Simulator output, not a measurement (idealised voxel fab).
process module | voxel gate over fins
cross-section cut | 210 nm wide | cells 5 nm
A cross-section is a grid of square cells, given in bands from the top down. A band is one or more rows of cells.
Each band's line starts with the height of the band's top and of its bottom, in nm. Then come its materials from left to right, each with its width in nm. One material with "throughout" fills the band from edge to edge. "air" is empty space.
Height 0 is the level under which the wafer as received is all one material. The lowest band goes on downwards, as in "0 down".
A width such as "30 to 40" changes by the same amount from each row of cells to the next, from the band's top row to its bottom row.
"no change" after a step means that no cell of the cross-section changed.
closed voids: empty space of 8 cells or more with no open way to the top, each as width x height at its distance from the left edge, in nm
after a step's settings: what the simulator itself notes on the step
overlay nm, on a step with a mask: how far to the right of its planned place the mask lay; to the left if negative
plan
1 op RECEIVE | material Si
2 op CONFORMAL_DEP | material SiN | thk nm 10
3 op DIRECTIONAL_DEP | material aC | thk nm 15
4 op PATTERN | tone cover | mask id FINS | material resist | width nm 15 | pitch nm 50 | thk nm 30 | overlay nm 0
5 op DIRECTIONAL_ETCH | etch materials aC | depth nm 15
6 op STRIP | etch materials resist
7 op DIRECTIONAL_ETCH | etch materials SiN | depth nm 10
8 op DIRECTIONAL_ETCH | etch materials Si | depth nm 35
9 op STRIP | etch materials aC
10 op FILL_DEP | material SiO2 | thk nm 10
11 op CMP | height nm 10
12 op MASKED_ETCH | tone open | mask id RAIL | width nm 15 | etch materials SiO2 | depth nm 40 | overlay nm 0
13 op CONFORMAL_DEP | material TiN | thk nm 5
14 op FILL_DEP | material W | thk nm 5
15 op CMP | height nm 10
16 op SELECTIVE_ETCH | etch materials W Ru TiN | depth nm 25
17 op FILL_DEP | material SiO2 | thk nm 5
18 op CMP | height nm 10
19 op SELECTIVE_ETCH | etch materials SiO2 | depth nm 20
20 op STRIP | etch materials SiN
21 op CONFORMAL_DEP | material HfO2 | thk nm 5
22 op CONFORMAL_DEP | material TiN | thk nm 5
23 op CONFORMAL_DEP | material TiAl | thk nm 5
24 op CONFORMAL_DEP | material TiN | thk nm 5
25 op FILL_DEP | material W | thk nm 15
26 op CMP | height nm 30
27 op CONFORMAL_DEP | material SiN | thk nm 5
first wafer, as planned
as received, after step 1
  0 down: Si throughout
  closed voids: none
after step 2
  10 to 0: SiN throughout
  below 0: unchanged
after step 3
  25 to 10: aC throughout
  below 10: unchanged
after step 4
  55 to 25: air 45 | resist 15 | air 35 | resist 15 | air 35 | resist 15 | air 50
  below 25: unchanged
after step 5
  40 to 25: air 45 | resist 15 | air 35 | resist 15 | air 35 | resist 15 | air 50
  25 to 10: air 45 | aC 15 | air 35 | aC 15 | air 35 | aC 15 | air 50
  below 10: unchanged
after step 6
  25 to 10: air 45 | aC 15 | air 35 | aC 15 | air 35 | aC 15 | air 50
  below 10: unchanged
after step 7
  25 to 10: air 45 | aC 15 | air 35 | aC 15 | air 35 | aC 15 | air 50
  10 to 0: air 45 | SiN 15 | air 35 | SiN 15 | air 35 | SiN 15 | air 50
  below 0: unchanged
after step 8
  25 to 10: air 45 | aC 15 | air 35 | aC 15 | air 35 | aC 15 | air 50
  10 to 0: air 45 | SiN 15 | air 35 | SiN 15 | air 35 | SiN 15 | air 50
  0 to -35: air 45 | Si 15 | air 35 | Si 15 | air 35 | Si 15 | air 50
  below -35: unchanged
after step 9
  10 to 0: air 45 | SiN 15 | air 35 | SiN 15 | air 35 | SiN 15 | air 50
  below 0: unchanged
after step 10
  20 to 10: SiO2 throughout
  10 to 0: SiO2 45 | SiN 15 | SiO2 35 | SiN 15 | SiO2 35 | SiN 15 | SiO2 50
  0 to -35: SiO2 45 | Si 15 | SiO2 35 | Si 15 | SiO2 35 | Si 15 | SiO2 50
  below -35: unchanged
after step 11
  10 to 0: SiO2 45 | SiN 15 | SiO2 35 | SiN 15 | SiO2 35 | SiN 15 | SiO2 50
  below 0: unchanged
after step 12
  10 to 0: SiO2 45 | SiN 15 | SiO2 10 | air 15 | SiO2 10 | SiN 15 | SiO2 35 | SiN 15 | SiO2 50
  0 to -30: SiO2 45 | Si 15 | SiO2 10 | air 15 | SiO2 10 | Si 15 | SiO2 35 | Si 15 | SiO2 50
  below -30: unchanged
after step 13
  15 to 10: TiN 75 | air 5 | TiN 130
  10 to 0: SiO2 45 | SiN 15 | SiO2 10 | TiN 5 | air 5 | TiN 5 | SiO2 10 | SiN 15 | SiO2 35 | SiN 15 | SiO2 50
  0 to -25: SiO2 45 | Si 15 | SiO2 10 | TiN 5 | air 5 | TiN 5 | SiO2 10 | Si 15 | SiO2 35 | Si 15 | SiO2 50
  -25 to -30: SiO2 45 | Si 15 | SiO2 10 | TiN 15 | SiO2 10 | Si 15 | SiO2 35 | Si 15 | SiO2 50
  below -30: unchanged
after step 14
  20 to 15: W throughout
  15 to 10: TiN 75 | W 5 | TiN 130
  10 to 0: SiO2 45 | SiN 15 | SiO2 10 | TiN 5 | W 5 | TiN 5 | SiO2 10 | SiN 15 | SiO2 35 | SiN 15 | SiO2 50
  0 to -25: SiO2 45 | Si 15 | SiO2 10 | TiN 5 | W 5 | TiN 5 | SiO2 10 | Si 15 | SiO2 35 | Si 15 | SiO2 50
  below -25: unchanged
after step 15
  10 to 0: SiO2 45 | SiN 15 | SiO2 10 | TiN 5 | W 5 | TiN 5 | SiO2 10 | SiN 15 | SiO2 35 | SiN 15 | SiO2 50
  below 0: unchanged
after step 16
  10 to 0: SiO2 45 | SiN 15 | SiO2 10 | air 15 | SiO2 10 | SiN 15 | SiO2 35 | SiN 15 | SiO2 50
  0 to -15: SiO2 45 | Si 15 | SiO2 10 | air 15 | SiO2 10 | Si 15 | SiO2 35 | Si 15 | SiO2 50
  below -15: unchanged
after step 17
  15 to 10: SiO2 throughout
  10 to 0: SiO2 45 | SiN 15 | SiO2 35 | SiN 15 | SiO2 35 | SiN 15 | SiO2 50
  0 to -15: SiO2 45 | Si 15 | SiO2 35 | Si 15 | SiO2 35 | Si 15 | SiO2 50
  below -15: unchanged
after step 18
  10 to 0: SiO2 45 | SiN 15 | SiO2 35 | SiN 15 | SiO2 35 | SiN 15 | SiO2 50
  below 0: unchanged
after step 19
  10 to 0: air 45 | SiN 15 | air 35 | SiN 15 | air 35 | SiN 15 | air 50
  0 to -10: air 45 | Si 15 | air 35 | Si 15 | air 35 | Si 15 | air 50
  below -10: unchanged
after step 20
  0 to -10: air 45 | Si 15 | air 35 | Si 15 | air 35 | Si 15 | air 50
  below -10: unchanged
after step 21
  5 to 0: air 40 | HfO2 25 | air 25 | HfO2 25 | air 25 | HfO2 25 | air 45
  0 to -5: air 40 | HfO2 5 | Si 15 | HfO2 5 | air 25 | HfO2 5 | Si 15 | HfO2 5 | air 25 | HfO2 5 | Si 15 | HfO2 5 | air 45
  -5 to -10: HfO2 45 | Si 15 | HfO2 35 | Si 15 | HfO2 35 | Si 15 | HfO2 50
  below -10: unchanged
after step 22
  10 to 5: air 35 | TiN 35 | air 15 | TiN 35 | air 15 | TiN 35 | air 40
  5 to 0: air 35 | TiN 5 | HfO2 25 | TiN 5 | air 15 | TiN 5 | HfO2 25 | TiN 5 | air 15 | TiN 5 | HfO2 25 | TiN 5 | air 40
  0 to -5: TiN 40 | HfO2 5 | Si 15 | HfO2 5 | TiN 25 | HfO2 5 | Si 15 | HfO2 5 | TiN 25 | HfO2 5 | Si 15 | HfO2 5 | TiN 45
  below -5: unchanged
after step 23
  15 to 10: air 30 | TiAl 45 | air 5 | TiAl 45 | air 5 | TiAl 45 | air 35
  10 to 5: air 30 | TiAl 5 | TiN 35 | TiAl 5 | air 5 | TiAl 5 | TiN 35 | TiAl 5 | air 5 | TiAl 5 | TiN 35 | TiAl 5 | air 35
  5 to 0: TiAl 35 | TiN 5 | HfO2 25 | TiN 5 | TiAl 15 | TiN 5 | HfO2 25 | TiN 5 | TiAl 15 | TiN 5 | HfO2 25 | TiN 5 | TiAl 40
  below 0: unchanged
after step 24
  20 to 15: air 25 | TiN 155 | air 30
  15 to 10: air 25 | TiN 5 | TiAl 45 | TiN 5 | TiAl 45 | TiN 5 | TiAl 45 | TiN 5 | air 30
  10 to 5: TiN 30 | TiAl 5 | TiN 35 | TiAl 5 | TiN 5 | TiAl 5 | TiN 35 | TiAl 5 | TiN 5 | TiAl 5 | TiN 35 | TiAl 5 | TiN 35
  below 5: unchanged
after step 25
  35 to 20: W throughout
  20 to 15: W 25 | TiN 155 | W 30
  15 to 10: W 25 | TiN 5 | TiAl 45 | TiN 5 | TiAl 45 | TiN 5 | TiAl 45 | TiN 5 | W 30
  below 10: unchanged
after step 26
  30 to 20: W throughout
  below 20: unchanged
after step 27
  35 to 30: SiN throughout
  below 30: unchanged
second wafer: like start, like plan, one mistake. Through step 20 it matches the first wafer
when step 21 should have ended: no change
when step 22 should have ended
  5 to 0: air 40 | TiN 25 | air 25 | TiN 25 | air 25 | TiN 25 | air 45
  0 to -5: air 40 | TiN 5 | Si 15 | TiN 5 | air 25 | TiN 5 | Si 15 | TiN 5 | air 25 | TiN 5 | Si 15 | TiN 5 | air 45
  -5 to -10: TiN 45 | Si 15 | TiN 35 | Si 15 | TiN 35 | Si 15 | TiN 50
  below -10: unchanged
when step 23 should have ended
  10 to 5: air 35 | TiAl 35 | air 15 | TiAl 35 | air 15 | TiAl 35 | air 40
  5 to 0: air 35 | TiAl 5 | TiN 25 | TiAl 5 | air 15 | TiAl 5 | TiN 25 | TiAl 5 | air 15 | TiAl 5 | TiN 25 | TiAl 5 | air 40
  0 to -5: TiAl 40 | TiN 5 | Si 15 | TiN 5 | TiAl 25 | TiN 5 | Si 15 | TiN 5 | TiAl 25 | TiN 5 | Si 15 | TiN 5 | TiAl 45
  below -5: unchanged
when step 24 should have ended
  15 to 10: air 30 | TiN 45 | air 5 | TiN 45 | air 5 | TiN 45 | air 35
  10 to 5: air 30 | TiN 5 | TiAl 35 | TiN 5 | air 5 | TiN 5 | TiAl 35 | TiN 5 | air 5 | TiN 5 | TiAl 35 | TiN 5 | air 35
  5 to 0: TiN 35 | TiAl 5 | TiN 25 | TiAl 5 | TiN 15 | TiAl 5 | TiN 25 | TiAl 5 | TiN 15 | TiAl 5 | TiN 25 | TiAl 5 | TiN 40
  below 0: unchanged
when step 25 should have ended
  30 to 15: W throughout
  15 to 10: W 30 | TiN 45 | W 5 | TiN 45 | W 5 | TiN 45 | W 35
  10 to 5: W 30 | TiN 5 | TiAl 35 | TiN 5 | W 5 | TiN 5 | TiAl 35 | TiN 5 | W 5 | TiN 5 | TiAl 35 | TiN 5 | W 35
  below 5: unchanged
when step 26 should have ended: no change
when step 27 should have ended
  35 to 30: SiN throughout
  below 30: unchanged
what went wrong: step 21 was left out
at the end the second wafer has, in cells: 54 fewer of HfO2 | 4 more of TiN | 50 more of W
